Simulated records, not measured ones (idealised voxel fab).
process module | voxel wiring stack
cross-section cut | 240 nm wide | cells 5 nm
A cross-section is a grid of square cells, given in bands from the top down. A band is one or more rows of cells.
Each band's line starts with the height of the band's top and of its bottom, in nm. Then come its materials from left to right, each with its width in nm. One material with "throughout" fills the band from edge to edge. "air" is empty space.
Height 0 is the level under which the wafer as received is all one material. The lowest band goes on downwards, as in "0 down".
A width such as "30 to 40" changes by the same amount from each row of cells to the next, from the band's top row to its bottom row.
"no change" after a step means that no cell of the cross-section changed.
closed voids: empty space of 8 cells or more with no open way to the top, each as width x height at its distance from the left edge, in nm
after a step's settings: what the simulator itself notes on the step
overlay nm, on a step with a mask: how far to the right of its planned place the mask lay; to the left if negative
plan
1 op RECEIVE | material Si
2 op CONFORMAL_DEP | material SiO2 | thk nm 10
3 op DIRECTIONAL_DEP | material TiN | thk nm 5
4 op DIRECTIONAL_DEP | material Ru | thk nm 15
5 op PATTERN | tone cover | mask id METAL_1 | material resist | width nm 20 | pitch nm 45 | thk nm 20 | overlay nm 0
6 op DIRECTIONAL_ETCH | etch materials Ru | depth nm 15
7 op DIRECTIONAL_ETCH | etch materials TiN | depth nm 5
8 op STRIP | etch materials resist
9 op FILL_DEP | material SiO2 | thk nm 10
10 op CMP | height nm 30
11 op CONFORMAL_DEP | material SiCN | thk nm 5
12 op DIRECTIONAL_DEP | material SiO2 | thk nm 25
13 op PATTERN | tone open | mask id METAL_2_HOLES | material resist | width nm 15 | pitch nm 45 | thk nm 20 | overlay nm 0
14 op DIRECTIONAL_ETCH | etch materials SiO2 | depth nm 25
15 op STRIP | etch materials resist
16 op DIRECTIONAL_DEP | material aC | thk nm 15
17 op PATTERN | tone open | mask id METAL_2 | material resist | width nm 20 | pitch nm 45 | thk nm 35 | overlay nm 0
18 op DIRECTIONAL_ETCH | etch materials aC | depth nm 15
19 op STRIP | etch materials resist
20 op DIRECTIONAL_ETCH | etch materials SiO2 | depth nm 15
21 op DIRECTIONAL_ETCH | etch materials SiCN | depth nm 5
22 op STRIP | etch materials aC
23 op CONFORMAL_DEP | material TiN | thk nm 5
24 op FILL_DEP | material Cu | thk nm 10
25 op CMP | height nm 60
26 op CONFORMAL_DEP | material SiCN | thk nm 5
27 op DIRECTIONAL_DEP | material SiO2 | thk nm 15
28 op DIRECTIONAL_DEP | material aC | thk nm 10
29 op PATTERN | tone open | mask id PLUG_2 | material resist | width nm 15 | pitch nm 90 | thk nm 25 | overlay nm 0
30 op DIRECTIONAL_ETCH | etch materials aC | depth nm 10
31 op STRIP | etch materials resist
32 op DIRECTIONAL_ETCH | etch materials SiO2 | depth nm 15
33 op DIRECTIONAL_ETCH | etch materials SiCN | depth nm 5
34 op STRIP | etch materials aC
35 op CONFORMAL_DEP | material TiN | thk nm 5
36 op FILL_DEP | material Ru | thk nm 10
37 op CMP | height nm 80
38 op CONFORMAL_DEP | material SiN | thk nm 5
39 op DIRECTIONAL_DEP | material SiO2 | thk nm 15
40 op PATTERN | tone open | mask id METAL_3 | material resist | width nm 20 | pitch nm 45 | thk nm 20 | overlay nm 0
41 op DIRECTIONAL_ETCH | etch materials SiO2 | depth nm 15
42 op DIRECTIONAL_ETCH | etch materials SiN | depth nm 5
43 op STRIP | etch materials resist
44 op CONFORMAL_DEP | material TiN | thk nm 5
45 op FILL_DEP | material Ru | thk nm 10
46 op CMP | height nm 100
47 op EPI | material Ru | thk nm 5
48 op FILL_DEP | material SiCN | thk nm 5
as received, after step 1
  0 down: Si throughout
  closed voids: none
a wafer at the end: this start, this plan, one mistake
  110 to 105: SiCN throughout
  105 to 100: SiCN 35 | Ru 30 | SiCN 15 | Ru 30 | SiCN 15 | Ru 30 | SiCN 15 | Ru 30 | SiCN 40
  100 to 85: SiO2 40 | TiN 5 | Ru 10 | TiN 5 | SiO2 25 | TiN 5 | Ru 10 | TiN 5 | SiO2 25 | TiN 5 | Ru 10 | TiN 5 | SiO2 25 | TiN 5 | Ru 10 | TiN 5 | SiO2 45
  85 to 80: SiN 40 | TiN 20 | SiN 25 | TiN 20 | SiN 25 | TiN 20 | SiN 25 | TiN 20 | SiN 45
  80 to 65: SiO2 40 | TiN 5 | Ru 5 | TiN 5 | SiO2 75 | TiN 5 | Ru 5 | TiN 5 | SiO2 95
  65 to 60: SiCN 40 | TiN 15 | SiCN 75 | TiN 15 | SiCN 95
  60 to 50: SiO2 40 | TiN 5 | Cu 5 | TiN 5 | SiO2 30 | TiN 5 | Cu 5 | TiN 5 | SiO2 30 | TiN 5 | Cu 5 | TiN 5 | SiO2 30 | TiN 5 | Cu 5 | TiN 5 | SiO2 50
  50 to 45: SiO2 40 | TiN 15 | SiO2 30 | TiN 15 | SiO2 30 | TiN 15 | SiO2 30 | TiN 15 | SiO2 50
  45 to 35: SiO2 throughout
  35 to 30: SiCN throughout
  30 to 15: SiO2 40 | Ru 20 | SiO2 25 | Ru 20 | SiO2 25 | Ru 20 | SiO2 25 | Ru 20 | SiO2 45
  15 to 10: SiO2 40 | TiN 20 | SiO2 25 | TiN 20 | SiO2 25 | TiN 20 | SiO2 25 | TiN 20 | SiO2 45
  10 to 0: SiO2 throughout
  0 down: Si throughout
  closed voids: none
what went wrong: step 12 was run twice
